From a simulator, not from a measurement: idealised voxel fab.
process module | voxel double patterning
cross-section cut | 190 nm wide | cells 5 nm
A cross-section is a grid of square cells, given in bands from the top down. A band is one or more rows of cells.
Each band's line starts with the height of the band's top and of its bottom, in nm. Then come its materials from left to right, each with its width in nm. One material with "throughout" fills the band from edge to edge. "air" is empty space.
Height 0 is the level under which the wafer as received is all one material. The lowest band goes on downwards, as in "0 down".
A width such as "30 to 40" changes by the same amount from each row of cells to the next, from the band's top row to its bottom row.
"no change" after a step means that no cell of the cross-section changed.
closed voids: empty space of 8 cells or more with no open way to the top, each as width x height at its distance from the left edge, in nm
after a step's settings: what the simulator itself notes on the step
overlay nm, on a step with a mask: how far to the right of its planned place the mask lay; to the left if negative
plan
1 op RECEIVE | material Si
2 op CONFORMAL_DEP | material SiO2 | thk nm 5
3 op DIRECTIONAL_DEP | material polySi | thk nm 10
4 op DIRECTIONAL_DEP | material SiCN | thk nm 5
5 op DIRECTIONAL_DEP | material aC | thk nm 15
6 op PATTERN | tone open | mask id FIRST | material resist | width nm 15 | pitch nm 50 | thk nm 35 | overlay nm 0
7 op DIRECTIONAL_ETCH | etch materials aC | depth nm 15
8 op STRIP | etch materials resist
9 op DIRECTIONAL_ETCH | etch materials SiCN | depth nm 5
10 op STRIP | etch materials aC
11 op MASKED_ETCH | tone open | mask id SECOND | width nm 15 | pitch nm 50 | etch materials SiCN | depth nm 5 | overlay nm 0
12 op DIRECTIONAL_ETCH | etch materials polySi | depth nm 10
13 op STRIP | etch materials SiCN
as received, after step 1
  0 down: Si throughout
  closed voids: none
first wafer at the end, as planned
  15 to 5: polySi 35 | air 15 | polySi 10 | air 15 | polySi 10 | air 15 | polySi 10 | air 15 | polySi 10 | air 15 | polySi 40
  5 to 0: SiO2 throughout
  0 down: Si throughout
  closed voids: none
second wafer at the end: like start, like plan, one mistake
  15 to 10: SiO2 throughout
  10 to 0: polySi throughout
  0 down: Si throughout
  closed voids: none
what went wrong: steps 2 and 3 were swapped
at the end the second wafer has, in cells: 30 more of polySi
